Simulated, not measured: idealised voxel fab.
Presented below is a process module, voxel transistor to metal.
For reference, the cross-section in this document is cut, with width 275 nm and square cells of 5 nm.
Throughout this document, each cross-section is represented as a grid of square cells and is presented as a sequence of bands enumerated from the top downward, where a band comprises one or more rows of cells. This entry defines a band. It first specifies the height of the band's top and the height of its bottom in nm, and then specifies the band's materials from left to right, stating each material with its width in nm. The word "edge to edge" identifies a single material that fills the band from edge to edge, while the word "empty" identifies empty space. For the purposes of this specification, 0 denotes the height below which the wafer in its as-received condition is composed wholly of one material, and the lowermost band, lacking a lower limit, extends downward without end, as expressed in "from 0 down". It should be noted that a width expressed as "30..40" varies in equal increments from row to row of cells within the band, taking the value of the first number at the top row and that of the second number at the bottom row. Reading "stayed the same" for a step: not a cell of the cross-section changed in it. In "Voids lacking openings" the enclosed voids are listed, meaning empty spaces of 8 cells or larger without any opening to the top. The form is width x height at distance, distance from the left edge, units nm. Post-settings text on a step line: simulator's own remark regarding the step. The line of a step may include "overlay nm". On a step with a mask, this value is how far to the right of its planned place the mask lay. A negative value means the mask lay to the left.

Planned step list for the process
- 1: RECEIVE,material Si
- 2: CONFORMAL_DEP,material SiO2,thk nm 5
- 3: CONFORMAL_DEP,material SiN,thk nm 10
- 4: PATTERN,tone cover,mask id ACTIVE,material resist,width nm 105,pitch nm 125,thk nm 20,overlay nm 0
- 5: DIRECTIONAL_ETCH,etch materials SiN,depth nm 10
- 6: DIRECTIONAL_ETCH,etch materials SiO2,depth nm 5
- 7: DIRECTIONAL_ETCH,etch materials Si,depth nm 30
- 8: STRIP,etch materials resist
- 9: FILL_DEP,material SiO2,thk nm 15
- 10: CMP,height nm 15
- 11: SELECTIVE_ETCH,etch materials SiO2,depth nm 5
- 12: STRIP,etch materials SiN
- 13: SELECTIVE_ETCH,etch materials SiO2,depth nm 5
- 14: OXIDIZE,depth nm 5
- 15: DIRECTIONAL_DEP,material polySi,thk nm 20
- 16: DIRECTIONAL_DEP,material SiCN,thk nm 10
- 17: PATTERN,tone cover,mask id GATE,material resist,width nm 25,pitch nm 125,thk nm 20,overlay nm 0
- 18: DIRECTIONAL_ETCH,etch materials SiCN,depth nm 20
- 19: DIRECTIONAL_ETCH,etch materials polySi,depth nm 30
- 20: STRIP,etch materials resist
- 21: CONFORMAL_DEP,material SiN,thk nm 10
- 22: DIRECTIONAL_ETCH,etch materials SiN,depth nm 10
- 23: DIRECTIONAL_ETCH,etch materials SiO2,depth nm 5
- 24: DIRECTIONAL_ETCH,etch materials Si,depth nm 10
- 25: EPI,material SiGe,thk nm 15
- 26: FILL_DEP,material SiO2,thk nm 5
- 27: CMP,height nm 30
- 28: DIRECTIONAL_DEP,material SiO2,thk nm 15
- 29: DIRECTIONAL_DEP,material aC,thk nm 10
- 30: PATTERN,tone open,mask id CONTACT,material resist,width nm 30,thk nm 25,overlay nm 0
- 31: DIRECTIONAL_ETCH,etch materials aC,depth nm 10
- 32: STRIP,etch materials resist
- 33: DIRECTIONAL_ETCH,etch materials SiO2,depth nm 35
- 34: STRIP,etch materials aC
- 35: CONFORMAL_DEP,material TiN,thk nm 5
- 36: FILL_DEP,material W,thk nm 5
- 37: CMP,height nm 45
- 38: CONFORMAL_DEP,material SiCN,thk nm 5
- 39: DIRECTIONAL_DEP,material lowk,thk nm 15
- 40: MASKED_ETCH,tone open,mask id METAL_1,width nm 20,etch materials lowk,depth nm 15,overlay nm 0
- 41: MASKED_ETCH,tone open,mask id METAL_1,width nm 20,etch materials SiCN,depth nm 5,overlay nm 0
- 42: CONFORMAL_DEP,material TiN,thk nm 5
- 43: FILL_DEP,material Ru,thk nm 5
- 44: CMP,height nm 65
- 45: CONFORMAL_DEP,material SiN,thk nm 5

Cross-section, incoming material, after step 1
    from 0 down = Si edge to edge
    Voids lacking openings: none

Cross-section at module end, one run error; start and plan unchanged from above
    from 70 to 65 = SiN edge to edge
    from 65 to 50 = lowk: 25, TiN: 5, Ru: 10, TiN: 5, lowk: 55, TiN: 5, Ru: 10, TiN: 5, lowk: 30, TiN: 5, Ru: 10, TiN: 5, lowk: 55, TiN: 5, Ru: 10, TiN: 5, lowk: 30
    from 50 to 45 = SiCN: 25, TiN: 20, SiCN: 55, TiN: 20, SiCN: 30, TiN: 20, SiCN: 55, TiN: 20, SiCN: 30
    from 45 to 35 = SiO2: 25, TiN: 5, SiCN: 20, TiN: 5, SiO2: 35, TiN: 5, SiCN: 20, TiN: 5, SiO2: 30, TiN: 5, SiCN: 20, TiN: 5, SiO2: 35, TiN: 5, SiCN: 20, TiN: 5, SiO2: 30
    from 35 to 30 = SiO2: 25, TiN: 5, SiCN: 15, TiN: 10, SiO2: 35, TiN: 10, SiCN: 15, TiN: 5, SiO2: 30, TiN: 5, SiCN: 15, TiN: 10, SiO2: 35, TiN: 10, SiCN: 15, TiN: 5, SiO2: 30
    from 30 to 20 = SiO2: 25, TiN: 5, SiCN: 15, TiN: 5, SiN: 10, SiCN: 25, SiN: 10, TiN: 5, SiCN: 15, TiN: 5, SiO2: 30, TiN: 5, SiCN: 15, TiN: 5, SiN: 10, SiCN: 25, SiN: 10, TiN: 5, SiCN: 15, TiN: 5, SiO2: 30
    from 20 to 15 = SiO2: 25, TiN: 5, SiCN: 15, TiN: 5, SiN: 10, polySi: 25, SiN: 10, TiN: 5, SiCN: 15, TiN: 5, SiO2: 30, TiN: 5, SiCN: 15, TiN: 5, SiN: 10, polySi: 25, SiN: 10, TiN: 5, SiCN: 15, TiN: 5, SiO2: 30
    from 15 to 10 = SiO2: 25, TiN: 25, SiN: 10, polySi: 25, SiN: 10, TiN: 25, SiO2: 30, TiN: 25, SiN: 10, polySi: 25, SiN: 10, TiN: 25, SiO2: 30
    from 10 to 5 = SiO2: 20, SiGe: 30, SiN: 10, polySi: 25, SiN: 10, SiGe: 30, SiO2: 20, SiGe: 30, SiN: 10, polySi: 25, SiN: 10, SiGe: 30, SiO2: 25
    from 5 to 0 = SiO2: 15, SiN: 10, SiGe: 25, SiN: 10, polySi: 25, SiN: 10, SiGe: 25, SiN: 10, SiO2: 10, SiN: 10, SiGe: 25, SiN: 10, polySi: 25, SiN: 10, SiGe: 25, SiN: 10, SiO2: 20
    from 0 to -5 = SiO2: 25, SiGe: 25, SiO2: 45, SiGe: 25, SiO2: 30, SiGe: 25, SiO2: 45, SiGe: 25, SiO2: 30
    from -5 to -15 = SiO2: 20, Si: 5, SiGe: 25, Si: 45, SiGe: 25, Si: 5, SiO2: 20, Si: 5, SiGe: 25, Si: 45, SiGe: 25, Si: 5, SiO2: 25
    from -15 to -30 = SiO2: 20, Si: 105, SiO2: 20, Si: 105, SiO2: 25
    from -30 down = Si edge to edge
    Voids lacking openings: none
Deviation from plan: step 36 ran as: FILL_DEP,material SiCN,thk nm 5
